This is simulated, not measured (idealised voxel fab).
process module | voxel double patterning
cross-section cut | 235 nm wide | cells 5 nm
A cross-section is a grid of square cells, given in bands from the top down. A band is one or more rows of cells.
Each band's line starts with the height of the band's top and of its bottom, in nm. Then come its materials from left to right, each with its width in nm. One material with "throughout" fills the band from edge to edge. "air" is empty space.
Height 0 is the level under which the wafer as received is all one material. The lowest band goes on downwards, as in "0 down".
A width such as "30 to 40" changes by the same amount from each row of cells to the next, from the band's top row to its bottom row.
"no change" after a step means that no cell of the cross-section changed.
closed voids: empty space of 8 cells or more with no open way to the top, each as width x height at its distance from the left edge, in nm
after a step's settings: what the simulator itself notes on the step
overlay nm, on a step with a mask: how far to the right of its planned place the mask lay; to the left if negative
plan
1 op RECEIVE | material Si
2 op CONFORMAL_DEP | material SiO2 | thk nm 5
3 op DIRECTIONAL_DEP | material W | thk nm 15
4 op DIRECTIONAL_DEP | material SiCN | thk nm 10
5 op PATTERN | tone open | mask id FIRST | material resist | width nm 15 | pitch nm 50 | thk nm 20 | overlay nm 0
6 op DIRECTIONAL_ETCH | etch materials SiCN | depth nm 5
7 op STRIP | etch materials resist
8 op MASKED_ETCH | tone open | mask id SECOND | width nm 15 | pitch nm 50 | etch materials SiCN | depth nm 10 | overlay nm 0
9 op DIRECTIONAL_ETCH | etch materials W | depth nm 15
10 op STRIP | etch materials SiCN
varied across the wafers: depth nm of step 6. The plan shows the first wafer's value. All wafers start alike
first wafer as received, after step 1
  0 down: Si throughout
  closed voids: none
first wafer at the end, after step 10
  20 to 5: W 85 | air 15 | W 35 | air 15 | W 85
  5 to 0: SiO2 throughout
  0 down: Si throughout
  closed voids: none
last wafer at the end
  20 to 5: W 60 | air 15 | W 10 | air 15 | W 10 | air 15 | W 10 | air 15 | W 10 | air 15 | W 60
  5 to 0: SiO2 throughout
  0 down: Si throughout
  closed voids: none
each wafer at the end: cells of each material gained (+) or lost (-) since it was received, then its closed voids
depth nm 5 | +47 SiO2 | +123 W | closed voids: none
depth nm 10 | +47 SiO2 | +96 W | closed voids: none
depth nm 15 | +47 SiO2 | +96 W | closed voids: none
depth nm 20 | +47 SiO2 | +96 W | closed voids: none
depth nm 25 | +47 SiO2 | +96 W | closed voids: none
